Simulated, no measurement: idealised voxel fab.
A process module follows: voxel self aligned vias.
FYI the section here is cut, 285 nm wide, cells are 5 nm squares.
Each cross-section below is a grid of square cells, stated as bands in top-down order, with one or more rows of cells making up each band. A band entry consists of two parts. The first gives the height of the band's top and the height of its bottom, in nm. The rest lists the band's materials from left to right, each with its width in nm. A single material labelled with the word "full width" fills the band from edge to edge, and the word "blank" marks empty space. We count height from 0. Below that, the starting wafer is all one material. The lowest band never ends at the bottom but goes on down; see "0 -> down" for how that is written. A two-number width, for instance "30..40", indicates that the width is equal to the first number in the top row of the band and to the second number in the bottom row, and that it changes by a constant amount per row of cells. "remains unaltered" for a step: no cell of the cross-section changed in that step. Under "Closed void table" you'll find the enclosed gaps, the ones with no way out to the top, that are 8 cells or bigger; each reads width x height at distance, with distance counted from the left edge, everything in nm. Whatever follows a step's settings on its line is a remark the simulator itself makes about that step. overlay nm: right-of-plan distance of the mask on a masked step; negative values mean left-of-plan.
-- Steps in the process plan
1) RECEIVE | material Si
2) CONFORMAL_DEP | material SiO2 | thk nm 15
3) CONFORMAL_DEP | material SiCN | thk nm 5
4) DIRECTIONAL_DEP | material lowk | thk nm 30
5) PATTERN | tone open | mask id LINES | material resist | width nm 20 | pitch nm 65 | thk nm 15 | overlay nm 0
6) DIRECTIONAL_ETCH | etch materials lowk | depth nm 30
7) STRIP | etch materials resist
8) CONFORMAL_DEP | material TiN | thk nm 5
9) FILL_DEP | material W | thk nm 5
10) CMP | height nm 50
11) SELECTIVE_ETCH | etch materials W Ru TiN | depth nm 5
12) FILL_DEP | material SiN | thk nm 5
13) CMP | height nm 50
14) DIRECTIONAL_DEP | material lowk | thk nm 15
15) MASKED_ETCH | tone open | mask id VIAS | width nm 40 | etch materials lowk | depth nm 15 | overlay nm 0
16) MASKED_ETCH | tone open | mask id VIAS | width nm 40 | etch materials SiN | depth nm 5 | overlay nm 0
17) CONFORMAL_DEP | material TiN | thk nm 5
18) FILL_DEP | material Cu | thk nm 5
19) CMP | height nm 65
20) CONFORMAL_DEP | material SiN | thk nm 5
-- Cross-section of the wafer at receipt, which is the condition after step 1
* 0 -> down  Si full width
* Closed void table: none
-- The first of the two wafers as seen in cross-section once the module was finished; processing followed the plan
* 70 -> 65  SiN full width
* 65 -> 55  lowk 90 nm | TiN 5 nm | Cu 30 nm | TiN 5 nm | lowk 155 nm
* 55 -> 50  lowk 90 nm | TiN 15 nm | Cu 10 nm | TiN 15 nm | lowk 155 nm
* 50 -> 45  lowk 100 nm | TiN 20 nm | lowk 45 nm | SiN 20 nm | lowk 100 nm
* 45 -> 25  lowk 100 nm | TiN 5 nm | W 10 nm | TiN 5 nm | lowk 45 nm | TiN 5 nm | W 10 nm | TiN 5 nm | lowk 100 nm
* 25 -> 20  lowk 100 nm | TiN 20 nm | lowk 45 nm | TiN 20 nm | lowk 100 nm
* 20 -> 15  SiCN full width
* 15 -> 0  SiO2 full width
* 0 -> down  Si full width
* Closed void table: none
-- Here's the second of our two wafers sectioned at module end. Same start as the first, same plan, but one mistake got made running it
* 70 -> 65  SiN full width
* 65 -> 55  lowk 95 nm | TiN 5 nm | Cu 20 nm | TiN 5 nm | lowk 160 nm
* 55 -> 50  lowk 95 nm | TiN 10 nm | Cu 10 nm | TiN 10 nm | lowk 160 nm
* 50 -> 45  lowk 100 nm | TiN 20 nm | lowk 45 nm | SiN 20 nm | lowk 100 nm
* 45 -> 25  lowk 100 nm | TiN 5 nm | W 10 nm | TiN 5 nm | lowk 45 nm | TiN 5 nm | W 10 nm | TiN 5 nm | lowk 100 nm
* 25 -> 20  lowk 100 nm | TiN 20 nm | lowk 45 nm | TiN 20 nm | lowk 100 nm
* 20 -> 15  SiCN full width
* 15 -> 0  SiO2 full width
* 0 -> down  Si full width
* Closed void table: none
The mistake made against the process plan was this: step 15 went in with a setting other than planned; the actual run was MASKED_ETCH | tone open | mask id VIAS | width nm 30 | etch materials lowk | depth nm 15 | overlay nm 0
Cell-count delta at end, second wafer over first, by material: 4 fewer of Cu | 2 fewer of TiN | 6 more of lowk
